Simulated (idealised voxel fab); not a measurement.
process module | voxel transistor to metal
cross-section cut | 200 nm wide | cells 5 nm
A cross-section is a grid of square cells, given in bands from the top down. A band is one or more rows of cells.
Each band's line starts with the height of the band's top and of its bottom, in nm. Then come its materials from left to right, each with its width in nm. One material with "throughout" fills the band from edge to edge. "air" is empty space.
Height 0 is the level under which the wafer as received is all one material. The lowest band goes on downwards, as in "0 down".
A width such as "30 to 40" changes by the same amount from each row of cells to the next, from the band's top row to its bottom row.
"no change" after a step means that no cell of the cross-section changed.
closed voids: empty space of 8 cells or more with no open way to the top, each as width x height at its distance from the left edge, in nm
after a step's settings: what the simulator itself notes on the step
overlay nm, on a step with a mask: how far to the right of its planned place the mask lay; to the left if negative
plan
1 op RECEIVE | material Si
2 op OXIDIZE | depth nm 5
3 op CONFORMAL_DEP | material SiN | thk nm 10
4 op DIRECTIONAL_DEP | material aC | thk nm 10
5 op PATTERN | tone cover | mask id ACTIVE | material resist | width nm 115 | thk nm 30 | overlay nm 0
6 op DIRECTIONAL_ETCH | etch materials aC | depth nm 10
7 op STRIP | etch materials resist
8 op DIRECTIONAL_ETCH | etch materials SiN | depth nm 10
9 op DIRECTIONAL_ETCH | etch materials SiO2 | depth nm 5
10 op DIRECTIONAL_ETCH | etch materials Si | depth nm 20
11 op STRIP | etch materials aC
12 op OXIDIZE | depth nm 5
13 op FILL_DEP | material SiO2 | thk nm 5
14 op CMP | height nm 10
15 op SELECTIVE_ETCH | etch materials SiO2 | depth nm 5
16 op STRIP | etch materials SiN
17 op SELECTIVE_ETCH | etch materials SiO2 | depth nm 5
18 op OXIDIZE | depth nm 5
19 op DIRECTIONAL_DEP | material polySi | thk nm 25
20 op DIRECTIONAL_DEP | material SiCN | thk nm 15
21 op PATTERN | tone cover | mask id GATE | material resist | width nm 35 | thk nm 15 | overlay nm 0
22 op DIRECTIONAL_ETCH | etch materials SiCN | depth nm 25
23 op DIRECTIONAL_ETCH | etch materials polySi | depth nm 35
24 op STRIP | etch materials resist
25 op CONFORMAL_DEP | material SiN | thk nm 5
26 op DIRECTIONAL_ETCH | etch materials SiN | depth nm 5
27 op DIRECTIONAL_ETCH | etch materials SiO2 | depth nm 5
28 op DIRECTIONAL_ETCH | etch materials Si | depth nm 10
29 op EPI | material pSi | thk nm 15
30 op FILL_DEP | material SiO2 | thk nm 10
31 op CMP | height nm 20
32 op STRIP | etch materials polySi
33 op SELECTIVE_ETCH | etch materials SiO2 | depth nm 5
34 op CONFORMAL_DEP | material HfO2 | thk nm 5
35 op CONFORMAL_DEP | material TiN | thk nm 5
36 op FILL_DEP | material W | thk nm 10
37 op CMP | height nm 15
38 op DIRECTIONAL_DEP | material SiO2 | thk nm 10
39 op MASKED_ETCH | tone open | mask id CONTACT | width nm 15 | pitch nm 80 | etch materials SiO2 | depth nm 30 | overlay nm 0
40 op CONFORMAL_DEP | material TiN | thk nm 5
41 op FILL_DEP | material Ru | thk nm 10
42 op CMP | height nm 25
43 op CONFORMAL_DEP | material SiN | thk nm 5
44 op DIRECTIONAL_DEP | material SiO2 | thk nm 20
45 op MASKED_ETCH | tone open | mask id METAL_1 | width nm 15 | pitch nm 80 | etch materials SiO2 | depth nm 20 | overlay nm 0
46 op MASKED_ETCH | tone open | mask id METAL_1 | width nm 15 | pitch nm 80 | etch materials SiN | depth nm 5 | overlay nm 0
47 op CONFORMAL_DEP | material TiN | thk nm 5
48 op FILL_DEP | material Cu | thk nm 5
49 op CMP | height nm 50
50 op EPI | material Ru | thk nm 5
51 op FILL_DEP | material SiCN | thk nm 5
as received, after step 1
  0 down: Si throughout
  closed voids: none
first wafer at the end, as planned
  60 to 55: SiCN throughout
  55 to 50: SiCN 45 | Ru 25 | SiCN 55 | Ru 25 | SiCN 50
  50 to 30: SiO2 50 | TiN 5 | Cu 5 | TiN 5 | SiO2 65 | TiN 5 | Cu 5 | TiN 5 | SiO2 55
  30 to 25: SiN 50 | TiN 15 | SiN 65 | TiN 15 | SiN 55
  25 to 15: SiO2 50 | TiN 5 | Ru 5 | TiN 5 | SiO2 65 | TiN 5 | Ru 5 | TiN 5 | SiO2 55
  15 to 10: SiO2 50 | TiN 5 | Ru 5 | TiN 5 | SiO2 10 | SiN 5 | HfO2 5 | TiN 5 | W 15 | TiN 5 | HfO2 5 | SiN 5 | SiO2 10 | TiN 5 | Ru 5 | TiN 5 | SiO2 55
  10 to 5: SiO2 50 | TiN 15 | SiO2 10 | SiN 5 | HfO2 5 | TiN 5 | W 15 | TiN 5 | HfO2 5 | SiN 5 | SiO2 10 | TiN 15 | SiO2 55
  5 to 0: SiO2 50 | TiN 10 | pSi 15 | SiN 5 | HfO2 5 | TiN 5 | W 15 | TiN 5 | HfO2 5 | SiN 5 | pSi 15 | TiN 10 | SiO2 55
  0 to -5: SiO2 35 | SiN 5 | SiO2 10 | TiN 10 | pSi 15 | SiN 5 | HfO2 5 | TiN 25 | HfO2 5 | SiN 5 | pSi 15 | TiN 10 | SiO2 10 | SiN 5 | SiO2 40
  -5 to -10: SiO2 40 | pSi 35 | HfO2 45 | pSi 35 | SiO2 45
  -10 to -20: SiO2 45 | pSi 30 | Si 45 | pSi 30 | SiO2 50
  -20 to -30: SiO2 45 | Si 105 | SiO2 50
  -30 down: Si throughout
  closed voids: none
second wafer at the end: like start, like plan, one mistake
  65 to 60: SiCN throughout
  60 to 55: Ru throughout
  55 to 50: TiN 55 | Cu 5 | TiN 75 | Cu 5 | TiN 60
  50 to 30: SiO2 50 | TiN 5 | Cu 5 | TiN 5 | SiO2 65 | TiN 5 | Cu 5 | TiN 5 | SiO2 55
  30 to 25: SiN 50 | TiN 15 | SiN 65 | TiN 15 | SiN 55
  25 to 15: SiO2 50 | TiN 5 | Ru 5 | TiN 5 | SiO2 65 | TiN 5 | Ru 5 | TiN 5 | SiO2 55
  15 to 10: SiO2 50 | TiN 5 | Ru 5 | TiN 5 | SiO2 10 | SiN 5 | HfO2 5 | TiN 5 | W 15 | TiN 5 | HfO2 5 | SiN 5 | SiO2 10 | TiN 5 | Ru 5 | TiN 5 | SiO2 55
  10 to 5: SiO2 50 | TiN 15 | SiO2 10 | SiN 5 | HfO2 5 | TiN 5 | W 15 | TiN 5 | HfO2 5 | SiN 5 | SiO2 10 | TiN 15 | SiO2 55
  5 to 0: SiO2 50 | TiN 10 | pSi 15 | SiN 5 | HfO2 5 | TiN 5 | W 15 | TiN 5 | HfO2 5 | SiN 5 | pSi 15 | TiN 10 | SiO2 55
  0 to -5: SiO2 35 | SiN 5 | SiO2 10 | TiN 10 | pSi 15 | SiN 5 | HfO2 5 | TiN 25 | HfO2 5 | SiN 5 | pSi 15 | TiN 10 | SiO2 10 | SiN 5 | SiO2 40
  -5 to -10: SiO2 40 | pSi 35 | HfO2 45 | pSi 35 | SiO2 45
  -10 to -20: SiO2 45 | pSi 30 | Si 45 | pSi 30 | SiO2 50
  -20 to -30: SiO2 45 | Si 105 | SiO2 50
  -30 down: Si throughout
  closed voids: none
what went wrong: step 49 ran as: op CMP | height nm 55
at the end the second wafer has, in cells: 2 more of Cu | 30 more of Ru | 30 fewer of SiCN | 38 more of TiN
